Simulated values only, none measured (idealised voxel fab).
Presented below is a process module, voxel ribs on slabs.
For reference, the cross-section in this document is cut, with width 170 nm and square cells of 5 nm.
This document writes a cross-section as a grid whose cells are square, and gives it as bands, listed from the top down; one or more rows of cells form a band.
Look at the band entry: it leads with the top's height and the bottom's height in nm. Then it lists the materials left to right, with a width in nm for each. The word "edge to edge" on a single material says that material fills the band edge to edge. The word "empty" is empty space.
The level at which height equals 0 is the one under which the wafer, as it arrives, is entirely one material. No lower edge exists for the bottom band, which continues downward and is notated as in "z 0 and below".
So if you see something like "30->40" for the width, read it as the top row of the band sitting at the first number and the bottom row at the second, with every row in between moving by the same amount as the last.
"nothing altered", as given for a step, is the statement that not any cell of the cross-section underwent a change during that step.
Entry "Voids, sealed". Content: empty spaces with no open connection to the top, size 8 cells or greater. Each: width x height at distance. Distance: from left edge. Unit: nm.
Post-settings text on a step line: simulator's own remark regarding the step.
overlay nm: step with mask; distance mask lay right of planned place; negative value = left of planned place.

The planned process steps are enumerated hereunder
1,RECEIVE,material Si
2,DIRECTIONAL_DEP,material SiO2,thk nm 25
3,DIRECTIONAL_DEP,material SiN,thk nm 20
4,MASKED_ETCH,tone cover,mask id RIB,width nm 20,etch materials SiN,depth nm 15,overlay nm 0
5,PATTERN,tone cover,mask id SLAB,material resist,width nm 60,thk nm 15,overlay nm 0
6,DIRECTIONAL_ETCH,etch materials SiN,depth nm 5
7,STRIP,etch materials resist
8,FILL_DEP,material SiO2,thk nm 25
9,CMP,height nm 60
10,DIRECTIONAL_DEP,material TiN,thk nm 5
11,PATTERN,tone cover,mask id HEATER,material resist,width nm 30,thk nm 15,overlay nm 0
12,DIRECTIONAL_ETCH,etch materials TiN,depth nm 5
13,STRIP,etch materials resist
14,CONFORMAL_DEP,material SiN,thk nm 5
Where the wafers of this document differ is in the thk nm of step 14; they start out the same, and the plan states the value that applied to the first wafer.

As-received state after step 1, first of several wafers, cross-section
z 0 and below  Si edge to edge
Voids, sealed: none

Quick look at the cross-section of the first of several wafers after step 14, which wraps up the module
z 70 to 65  65 of empty | 40 of SiN | 65 of empty
z 65 to 60  70 of SiN | 30 of TiN | 70 of SiN
z 60 to 45  SiO2 edge to edge
z 45 to 30  75 of SiO2 | 20 of SiN | 75 of SiO2
z 30 to 25  55 of SiO2 | 60 of SiN | 55 of SiO2
z 25 to 0  SiO2 edge to edge
z 0 and below  Si edge to edge
Voids, sealed: none

Here's the last wafer cross-sectioned at the end of the module
z 90 to 85  45 of empty | 80 of SiN | 45 of empty
z 85 to 65  SiN edge to edge
z 65 to 60  70 of SiN | 30 of TiN | 70 of SiN
z 60 to 45  SiO2 edge to edge
z 45 to 30  75 of SiO2 | 20 of SiN | 75 of SiO2
z 30 to 25  55 of SiO2 | 60 of SiN | 55 of SiO2
z 25 to 0  SiO2 edge to edge
z 0 and below  Si edge to edge
Voids, sealed: none

Basically each wafer gets a line in the table, showing it at the end of the module: material by material, the cells it gained (+) or lost (-) since we got it, then its closed voids
thk nm 5, +60 SiN, +384 SiO2, +6 TiN, Voids, sealed: none
thk nm 10, +96 SiN, +384 SiO2, +6 TiN, Voids, sealed: none
thk nm 15, +132 SiN, +384 SiO2, +6 TiN, Voids, sealed: none
thk nm 20, +168 SiN, +384 SiO2, +6 TiN, Voids, sealed: none
thk nm 25, +204 SiN, +384 SiO2, +6 TiN, Voids, sealed: none
